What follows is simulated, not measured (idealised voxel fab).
Process module name: voxel released beams
FYI the section here is cut, 215 nm wide, cells are 5 nm squares.
A cross-section is a grid of square cells, given in bands from the top down. A band is one or more rows of cells.
The band entry comprises the height of the band's top followed by the height of its bottom, expressed in nm, and subsequently the band's materials from left to right, each stated together with its width in nm. Where a single material is marked with the word "edge to edge", that material fills the band from edge to edge. The word "blank" represents empty space.
Height reference: 0 = level under which incoming wafer is all one material. Lowest band: no bottom, runs on downward, e.g. "0 nm and below".
You'd read "30 to 40" like this: the band's top row of cells is as wide as the first number, its bottom row is as wide as the second, and going down, every row changes width by the same amount as the row before did.
What does "changes: none" mean for a step? It means no cell of the cross-section changed in that step.
The list in "Completely enclosed voids" covers empty spaces of 8 cells or more that cannot reach the top through any open way, and it gives each as width x height at distance; the distance is from the left edge, and width, height and distance are in nm.
Whatever follows a step's settings on its line is a remark the simulator itself makes about that step.
You can add "overlay nm" to a step's line. For a step with a mask, it describes how far the mask lay to the right of its planned position, and a negative number describes a lay to the left.

Intended process steps
1 RECEIVE (material Si)
2 CONFORMAL_DEP (material Al2O3; thk nm 5)
3 DIRECTIONAL_DEP (material SiO2; thk nm 10)
4 PATTERN (tone open; mask id ANCHOR; material resist; width nm 45; thk nm 20; overlay nm 0)
5 DIRECTIONAL_ETCH (etch materials SiO2; depth nm 10)
6 STRIP (etch materials resist)
7 CONFORMAL_DEP (material W; thk nm 15)
8 MASKED_ETCH (tone cover; mask id BEAM; width nm 130; etch materials W; depth nm 15; overlay nm 0)
9 STRIP (etch materials SiO2)

Incoming wafer, cross-sectional view, post step 1
0 nm and below: Si edge to edge
Completely enclosed voids: none

As-planned run: cross-section of the first of two wafers at end of module
30 nm to 20 nm: 40 blank / 20 W / 15 blank / 95 W / 45 blank
20 nm to 15 nm: 40 blank / 130 W / 45 blank
15 nm to 5 nm: 45 blank / 45 W / 125 blank
5 nm to 0 nm: Al2O3 edge to edge
0 nm and below: Si edge to edge
Completely enclosed voids: none

Wafer two, end of module, cross-section. Same start, same plan as wafer one. One mistake in the run
20 nm to 10 nm: 40 to 45 blank / 10 to 5 W / 35 blank / 85 to 5 W / 45 to 125 blank
10 nm to 5 nm: 45 blank / 45 W / 125 blank
5 nm to 0 nm: Al2O3 edge to edge
0 nm and below: Si edge to edge
Completely enclosed voids: none
In executing the process, a mistake was made relative to the plan: step 7 went in with a setting other than planned; the actual run was CONFORMAL_DEP (material W; thk nm 5)
Once processing is complete, comparing cell counts shows that the second wafer has more or fewer of certain materials than the first: -60 W
